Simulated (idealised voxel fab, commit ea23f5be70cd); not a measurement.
Documented hereafter: the process module known as voxel air gaps.
Shown is cross-section cut, with a width of 285 nm and square cells of size 5 nm.
Cross-section layout: square cells on a grid; listed as bands, top to bottom; a band spans one or more cell rows. Look at the band entry: it leads with the top's height and the bottom's height in nm. Then it lists the materials left to right, with a width in nm for each. The word "all across" on a single material says that material fills the band edge to edge. The word "empty" is empty space. Heights are measured from 0, the level below which the as-received wafer is all one material; the lowest band has no bottom and continues downward, written as in "from 0 down". When a width is written as two numbers, as in "30->40", the first number is the width in the top row of cells of the band and the second is the width in its bottom row, and the width changes by the same amount from each row to the next. Basically "no modifications" means that step didn't change any cell in the cross-section. Look at "Closed empty spaces" for the closed voids: empty spaces with no open path to the top, sized 8 cells or up. Each is width x height at distance, distance from the left edge, all nm. Text after the settings on a step's line: the simulator's own remark on that step. "overlay nm" denotes, for a step that has a mask, the displacement of the mask to the right of its planned place, with negative values corresponding to the left.

These are the steps we planned for the process
1 RECEIVE: material Si
2 CONFORMAL_DEP: material SiO2, thk nm 10
3 CONFORMAL_DEP: material SiN, thk nm 5
4 DIRECTIONAL_DEP: material SiO2, thk nm 30
5 DIRECTIONAL_DEP: material aC, thk nm 15
6 PATTERN: tone open, mask id LINES, material resist, width nm 25, pitch nm 50, thk nm 30, overlay nm 0
7 DIRECTIONAL_ETCH: etch materials aC, depth nm 15
8 STRIP: etch materials resist
9 DIRECTIONAL_ETCH: etch materials SiO2, depth nm 30
10 STRIP: etch materials aC
11 CONFORMAL_DEP: material TiN, thk nm 5
12 FILL_DEP: material Cu, thk nm 5
13 CMP: height nm 45
14 EPI: material Ru, thk nm 10
15 SELECTIVE_ETCH: etch materials SiO2, depth nm 40
16 CONFORMAL_DEP: material SiN, thk nm 5

First of two wafers - as planned

Wafer as received: cross-section following step 1
- from 0 down  Si all across
- Closed empty spaces: none

State of the wafer after step 2, shown in cross-section
- from 10 to 0  SiO2 all across
- For the remainder of the cross-section, below 0, there is no change.

State of the wafer after step 3, shown in cross-section
- from 15 to 10  SiN all across
- For the remainder of the cross-section, below 10, there is no change.

State of the wafer after step 4, shown in cross-section
- from 45 to 15  SiO2 all across
- For the remainder of the cross-section, below 15, there is no change.

State of the wafer after step 5, shown in cross-section
- from 60 to 45  aC all across
- For the remainder of the cross-section, below 45, there is no change.

State of the wafer after step 6, shown in cross-section
- from 90 to 60  55 resist; 25 empty; 25 resist; 25 empty; 25 resist; 25 empty; 25 resist; 25 empty; 55 resist
- For the remainder of the cross-section, below 60, there is no change.

State of the wafer after step 7, shown in cross-section
- from 75 to 60  55 resist; 25 empty; 25 resist; 25 empty; 25 resist; 25 empty; 25 resist; 25 empty; 55 resist
- from 60 to 45  55 aC; 25 empty; 25 aC; 25 empty; 25 aC; 25 empty; 25 aC; 25 empty; 55 aC
- For the remainder of the cross-section, below 45, there is no change.

State of the wafer after step 8, shown in cross-section
- from 60 to 45  55 aC; 25 empty; 25 aC; 25 empty; 25 aC; 25 empty; 25 aC; 25 empty; 55 aC
- For the remainder of the cross-section, below 45, there is no change.

State of the wafer after step 9, shown in cross-section
- from 60 to 45  55 aC; 25 empty; 25 aC; 25 empty; 25 aC; 25 empty; 25 aC; 25 empty; 55 aC
- from 45 to 15  55 SiO2; 25 empty; 25 SiO2; 25 empty; 25 SiO2; 25 empty; 25 SiO2; 25 empty; 55 SiO2
- For the remainder of the cross-section, below 15, there is no change.

State of the wafer after step 10, shown in cross-section
- from 45 to 15  55 SiO2; 25 empty; 25 SiO2; 25 empty; 25 SiO2; 25 empty; 25 SiO2; 25 empty; 55 SiO2
- For the remainder of the cross-section, below 15, there is no change.

State of the wafer after step 11, shown in cross-section
- from 50 to 45  60 TiN; 15 empty; 35 TiN; 15 empty; 35 TiN; 15 empty; 35 TiN; 15 empty; 60 TiN
- from 45 to 20  55 SiO2; 5 TiN; 15 empty; 5 TiN; 25 SiO2; 5 TiN; 15 empty; 5 TiN; 25 SiO2; 5 TiN; 15 empty; 5 TiN; 25 SiO2; 5 TiN; 15 empty; 5 TiN; 55 SiO2
- from 20 to 15  55 SiO2; 25 TiN; 25 SiO2; 25 TiN; 25 SiO2; 25 TiN; 25 SiO2; 25 TiN; 55 SiO2
- For the remainder of the cross-section, below 15, there is no change.

State of the wafer after step 12, shown in cross-section
- from 55 to 50  Cu all across
- from 50 to 45  60 TiN; 15 Cu; 35 TiN; 15 Cu; 35 TiN; 15 Cu; 35 TiN; 15 Cu; 60 TiN
- from 45 to 20  55 SiO2; 5 TiN; 15 Cu; 5 TiN; 25 SiO2; 5 TiN; 15 Cu; 5 TiN; 25 SiO2; 5 TiN; 15 Cu; 5 TiN; 25 SiO2; 5 TiN; 15 Cu; 5 TiN; 55 SiO2
- For the remainder of the cross-section, below 20, there is no change.

State of the wafer after step 13, shown in cross-section
- from 45 to 20  55 SiO2; 5 TiN; 15 Cu; 5 TiN; 25 SiO2; 5 TiN; 15 Cu; 5 TiN; 25 SiO2; 5 TiN; 15 Cu; 5 TiN; 25 SiO2; 5 TiN; 15 Cu; 5 TiN; 55 SiO2
- For the remainder of the cross-section, below 20, there is no change.

State of the wafer after step 14, shown in cross-section
- from 55 to 45  45 empty; 45 Ru; 5 empty; 45 Ru; 5 empty; 45 Ru; 5 empty; 45 Ru; 45 empty
- For the remainder of the cross-section, below 45, there is no change.

State of the wafer after step 15, shown in cross-section
- from 55 to 45  45 empty; 45 Ru; 5 empty; 45 Ru; 5 empty; 45 Ru; 5 empty; 45 Ru; 45 empty
- from 45 to 20  55 empty; 5 TiN; 15 Cu; 5 TiN; 25 empty; 5 TiN; 15 Cu; 5 TiN; 25 empty; 5 TiN; 15 Cu; 5 TiN; 25 empty; 5 TiN; 15 Cu; 5 TiN; 55 empty
- from 20 to 15  55 empty; 25 TiN; 25 empty; 25 TiN; 25 empty; 25 TiN; 25 empty; 25 TiN; 55 empty
- For the remainder of the cross-section, below 15, there is no change.

State of the wafer after step 16, shown in cross-section
- from 60 to 55  40 empty; 205 SiN; 40 empty
- from 55 to 45  40 empty; 5 SiN; 45 Ru; 5 SiN; 45 Ru; 5 SiN; 45 Ru; 5 SiN; 45 Ru; 5 SiN; 40 empty
- from 45 to 40  40 empty; 15 SiN; 5 TiN; 15 Cu; 5 TiN; 25 SiN; 5 TiN; 15 Cu; 5 TiN; 25 SiN; 5 TiN; 15 Cu; 5 TiN; 25 SiN; 5 TiN; 15 Cu; 5 TiN; 15 SiN; 40 empty
- from 40 to 20  50 empty; 5 SiN; 5 TiN; 15 Cu; 5 TiN; 5 SiN; 15 empty; 5 SiN; 5 TiN; 15 Cu; 5 TiN; 5 SiN; 15 empty; 5 SiN; 5 TiN; 15 Cu; 5 TiN; 5 SiN; 15 empty; 5 SiN; 5 TiN; 15 Cu; 5 TiN; 5 SiN; 50 empty
- from 20 to 15  55 SiN; 25 TiN; 25 SiN; 25 TiN; 25 SiN; 25 TiN; 25 SiN; 25 TiN; 55 SiN
- For the remainder of the cross-section, below 15, there is no change.
- Closed empty spaces: 15 x 20 at 85; 15 x 20 at 135; 15 x 20 at 185

Second Wafer (Identical Start and Plan, One Processing Error; Matches First Wafer Through Step 13)

The second wafer in cross-section, at the planned close of step 14
- from 65 to 45  35 empty; 215 Ru; 35 empty
- For the remainder of the cross-section, below 45, there is no change.

The second wafer in cross-section, at the planned close of step 15
- from 65 to 45  35 empty; 215 Ru; 35 empty
- from 45 to 20  55 empty; 5 TiN; 15 Cu; 5 TiN; 25 SiO2; 5 TiN; 15 Cu; 5 TiN; 25 SiO2; 5 TiN; 15 Cu; 5 TiN; 25 SiO2; 5 TiN; 15 Cu; 5 TiN; 55 empty
- from 20 to 15  55 empty; 25 TiN; 25 SiO2; 25 TiN; 25 SiO2; 25 TiN; 25 SiO2; 25 TiN; 55 empty
- For the remainder of the cross-section, below 15, there is no change.

The second wafer in cross-section, at the planned close of step 16
- from 70 to 65  30 empty; 225 SiN; 30 empty
- from 65 to 45  30 empty; 5 SiN; 215 Ru; 5 SiN; 30 empty
- from 45 to 40  30 empty; 25 SiN; 5 TiN; 15 Cu; 5 TiN; 25 SiO2; 5 TiN; 15 Cu; 5 TiN; 25 SiO2; 5 TiN; 15 Cu; 5 TiN; 25 SiO2; 5 TiN; 15 Cu; 5 TiN; 25 SiN; 30 empty
- from 40 to 20  50 empty; 5 SiN; 5 TiN; 15 Cu; 5 TiN; 25 SiO2; 5 TiN; 15 Cu; 5 TiN; 25 SiO2; 5 TiN; 15 Cu; 5 TiN; 25 SiO2; 5 TiN; 15 Cu; 5 TiN; 5 SiN; 50 empty
- from 20 to 15  55 SiN; 25 TiN; 25 SiO2; 25 TiN; 25 SiO2; 25 TiN; 25 SiO2; 25 TiN; 55 SiN
- For the remainder of the cross-section, below 15, there is no change.
In executing the process, a mistake was made relative to the plan: plan step 14 was conducted twice
Wafer comparison, final, in cells, second relative to first, materials more or fewer: +100 Ru | -48 SiN | +90 SiO2
Long story short, the first wafer ends with 3 closed voids and the second one with 0.
